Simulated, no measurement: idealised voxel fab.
Documented hereafter: the process module known as voxel capacitor over wiring.
cross-section cut | 285 nm wide | cells 5 nm
A cross-section is a grid of square cells, given in bands from the top down. A band is one or more rows of cells.
Basically the band line says how high the top is and how high the bottom is, in nm, and then what's in it from left to right, every material with its width in nm. Empty space shows up as "empty", and if a single material carries "everywhere" it runs the full band edge to edge.
Ref level 0: as-received wafer is one material below here. Bottom band extends down with no lower bound ("top 0, no bottom").
The notation "30 to 40" denotes a width that varies across the rows of cells in the band, beginning at the first number in the top row, finishing at the second number in the bottom row, and changing by an identical amount from each row to the next.
Step note "changes: none" = no cross-section cell changed.
"Sealed internal voids" lists enclosed empty spaces (at least 8 cells, no open path upward to the top), each as width x height at distance from the left edge, in nm.
Post-settings text on a step line: simulator's own remark regarding the step.
"overlay nm", when on a step's line for a step with a mask, measures how far to the right of its planned place the mask lay; a negative measure means to the left.

**Planned step list for the process**
- 1: RECEIVE, material Si
- 2: CONFORMAL_DEP, material SiO2, thk nm 5
- 3: CONFORMAL_DEP, material SiCN, thk nm 5
- 4: DIRECTIONAL_DEP, material SiO2, thk nm 20
- 5: DIRECTIONAL_DEP, material aC, thk nm 10
- 6: PATTERN, tone open, mask id METAL_1, material resist, width nm 20, pitch nm 75, thk nm 30, overlay nm 0
- 7: DIRECTIONAL_ETCH, etch materials aC, depth nm 10
- 8: STRIP, etch materials resist
- 9: DIRECTIONAL_ETCH, etch materials SiO2, depth nm 20
- 10: DIRECTIONAL_ETCH, etch materials SiCN, depth nm 5
- 11: STRIP, etch materials aC
- 12: CONFORMAL_DEP, material TiN, thk nm 5
- 13: FILL_DEP, material Cu, thk nm 10
- 14: CMP, height nm 40
- 15: EPI, material Ru, thk nm 5
- 16: FILL_DEP, material SiCN, thk nm 5
- 17: DIRECTIONAL_DEP, material lowk, thk nm 10
- 18: PATTERN, tone open, mask id PLUG_1, material resist, width nm 15, thk nm 15, overlay nm 0
- 19: DIRECTIONAL_ETCH, etch materials lowk, depth nm 10
- 20: DIRECTIONAL_ETCH, etch materials SiCN, depth nm 5
- 21: STRIP, etch materials resist
- 22: CONFORMAL_DEP, material TiN, thk nm 5
- 23: FILL_DEP, material W, thk nm 5
- 24: CMP, height nm 60
- 25: DIRECTIONAL_DEP, material TiN, thk nm 5
- 26: DIRECTIONAL_DEP, material HfO2, thk nm 5
- 27: DIRECTIONAL_DEP, material TiN, thk nm 5
- 28: PATTERN, tone cover, mask id UPPER_PLATE, material resist, width nm 60, thk nm 15, overlay nm 0
- 29: DIRECTIONAL_ETCH, etch materials TiN, depth nm 5
- 30: DIRECTIONAL_ETCH, etch materials HfO2, depth nm 5
- 31: STRIP, etch materials resist
- 32: MASKED_ETCH, tone cover, mask id LOWER_PLATE, width nm 70, etch materials TiN, depth nm 5, overlay nm 0
- 33: FILL_DEP, material SiO2, thk nm 20
- 34: CMP, height nm 90
- 35: DIRECTIONAL_DEP, material aC, thk nm 10
- 36: PATTERN, tone open, mask id PLUG_2, material resist, width nm 15, thk nm 30, overlay nm 0
- 37: DIRECTIONAL_ETCH, etch materials aC, depth nm 10
- 38: STRIP, etch materials resist
- 39: DIRECTIONAL_ETCH, etch materials SiO2, depth nm 15
- 40: STRIP, etch materials aC
- 41: CONFORMAL_DEP, material TiN, thk nm 5
- 42: FILL_DEP, material W, thk nm 5
- 43: CMP, height nm 90
- 44: CONFORMAL_DEP, material SiN, thk nm 5
Wafers differ in thk nm at step 2; plan lists the first wafer's value; identical starting state.

**Step 1 complete: as-received cross-section of the first of several wafers**
	top 0, no bottom | Si everywhere
	Sealed internal voids: none

**The cross-section of the first of several wafers is given below for the end of the module, after its final step, step 44**
	top 95, bottom 90 | SiN everywhere
	top 90, bottom 80 | SiO2 110 nm  TiN 5 nm  W 5 nm  TiN 5 nm  SiO2 160 nm
	top 80, bottom 70 | SiO2 110 to 100 nm  TiN 15 to 60 nm  SiO2 160 to 125 nm
	top 70, bottom 65 | SiO2 100 nm  HfO2 60 nm  SiO2 125 nm
	top 65, bottom 60 | SiO2 95 nm  TiN 70 nm  SiO2 120 nm
	top 60, bottom 50 | lowk 100 nm  TiN 5 nm  W 5 nm  TiN 5 nm  lowk 170 nm
	top 50, bottom 45 | SiCN 100 nm  TiN 15 nm  SiCN 170 nm
	top 45, bottom 40 | Ru everywhere
	top 40, bottom 35 | Cu everywhere
	top 35, bottom 30 | TiN 100 nm  Cu 10 nm  TiN 65 nm  Cu 10 nm  TiN 100 nm
	top 30, bottom 10 | SiO2 95 nm  TiN 5 nm  Cu 10 nm  TiN 5 nm  SiO2 55 nm  TiN 5 nm  Cu 10 nm  TiN 5 nm  SiO2 95 nm
	top 10, bottom 5 | SiCN 95 nm  TiN 20 nm  SiCN 55 nm  TiN 20 nm  SiCN 95 nm
	top 5, bottom 0 | SiO2 everywhere
	top 0, no bottom | Si everywhere
	Sealed internal voids: none

**A cross-section through the last wafer at the close of the module**
	top 95, bottom 90 | SiN everywhere
	top 90, bottom 80 | SiO2 110 nm  TiN 5 nm  W 5 nm  TiN 5 nm  SiO2 160 nm
	top 80, bottom 70 | SiO2 110 to 100 nm  TiN 15 to 60 nm  SiO2 160 to 125 nm
	top 70, bottom 65 | SiO2 100 nm  HfO2 60 nm  SiO2 125 nm
	top 65, bottom 60 | SiO2 95 nm  TiN 70 nm  SiO2 120 nm
	top 60, bottom 50 | lowk 100 nm  TiN 5 nm  W 5 nm  TiN 5 nm  lowk 170 nm
	top 50, bottom 45 | SiCN 100 nm  TiN 15 nm  SiCN 170 nm
	top 45, bottom 40 | SiCN 90 nm  Ru 30 nm  SiCN 45 nm  Ru 30 nm  SiCN 90 nm
	top 40, bottom 35 | SiO2 95 nm  TiN 5 nm  Cu 10 nm  TiN 5 nm  SiO2 55 nm  TiN 5 nm  Cu 10 nm  TiN 5 nm  SiO2 95 nm
	top 35, bottom 30 | SiCN 95 nm  TiN 20 nm  SiCN 55 nm  TiN 20 nm  SiCN 95 nm
	top 30, bottom 0 | SiO2 everywhere
	top 0, no bottom | Si everywhere
	Sealed internal voids: none

**The table below has one row for each wafer; a row shows, as of the end of the module, how many cells of each material the wafer has gained, marked (+), or lost, marked (-), since it was received, and then the wafer's closed voids**
thk nm 5, +77 Cu, +12 HfO2, +57 Ru, +103 SiCN, +57 SiN, +548 SiO2, +117 TiN, +4 W, +108 lowk, Sealed internal voids: none
thk nm 10, +20 Cu, +12 HfO2, +57 Ru, +103 SiCN, +57 SiN, +605 SiO2, +117 TiN, +4 W, +108 lowk, Sealed internal voids: none
thk nm 15, +16 Cu, +12 HfO2, +12 Ru, +148 SiCN, +57 SiN, +662 SiO2, +64 TiN, +4 W, +108 lowk, Sealed internal voids: none
thk nm 20, +12 Cu, +12 HfO2, +12 Ru, +148 SiCN, +57 SiN, +670 SiO2, +60 TiN, +4 W, +108 lowk, Sealed internal voids: none
thk nm 25, +8 Cu, +12 HfO2, +12 Ru, +148 SiCN, +57 SiN, +678 SiO2, +56 TiN, +4 W, +108 lowk, Sealed internal voids: none
thk nm 30, +4 Cu, +12 HfO2, +12 Ru, +148 SiCN, +57 SiN, +686 SiO2, +52 TiN, +4 W, +108 lowk, Sealed internal voids: none
